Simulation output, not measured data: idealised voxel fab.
Module name: voxel fin reveal (process module)
Pictured: cross-section cut, 200 nm wide, on a grid of 5 nm square cells.
In this document a cross-section is written as a grid of square cells. It is given as a series of bands, listed from the top down, and a band is one or more rows of cells.
The band entry comprises the height of the band's top followed by the height of its bottom, expressed in nm, and subsequently the band's materials from left to right, each stated together with its width in nm. Where a single material is marked with the word "everywhere", that material fills the band from edge to edge. The word "empty" represents empty space.
Heights are reckoned from 0. Under this level, the received wafer is all of one material. The bottommost band is open-ended downward, for example "0 and below".
Width spec "30..40" -> top row of cells at first value, bottom row at second value, equal per-row change in between.
Basically "remained the same" means that step didn't change any cell in the cross-section.
You'll see "Unvented cavities" listing empty spaces that have no way open to the top, as long as they're 8 cells or more; the notation is width x height at distance, where the distance is from the left edge, and all of it is in nm.
Read whatever lies past the settings on a step's line as the simulator's own remark about the step.
overlay nm: mask right of planned place by this much (step with mask). Neg. = left.

## Process steps (planned)
1,RECEIVE: material Si
2,CONFORMAL_DEP: material SiN, thk nm 5
3,DIRECTIONAL_DEP: material aC, thk nm 10
4,PATTERN: tone cover, mask id FINS, material resist, width nm 15, pitch nm 35, thk nm 30, overlay nm 0
5,DIRECTIONAL_ETCH: etch materials aC, depth nm 10
6,STRIP: etch materials resist
7,DIRECTIONAL_ETCH: etch materials SiN, depth nm 5
8,DIRECTIONAL_ETCH: etch materials Si, depth nm 35
9,STRIP: etch materials aC
10,OXIDIZE: depth nm 5
11,FILL_DEP: material SiO2, thk nm 5
12,CMP: height nm 5
13,SELECTIVE_ETCH: etch materials SiO2, depth nm 20
14,STRIP: etch materials SiN

## Wafer as received: cross-section following step 1
* 0 and below | Si everywhere
* Unvented cavities: none

## Starting wafer: above. Plan: above. Run: one mistake. Cross-section after the module: below
* 0 down to -15 | empty=45, Si=5, empty=30, Si=5, empty=30, Si=5, empty=30, Si=5, empty=45
* -15 down to -20 | SiO2=20, empty=25, Si=5, empty=30, Si=5, empty=30, Si=5, empty=30, Si=5, empty=25, SiO2=20
* -20 down to -40 | SiO2=45, Si=5, SiO2=30, Si=5, SiO2=30, Si=5, SiO2=30, Si=5, SiO2=45
* -40 and below | Si everywhere
* Unvented cavities: none
Want to know what went wrong? steps 13 and 14 got flipped, so each one ran where the other should have
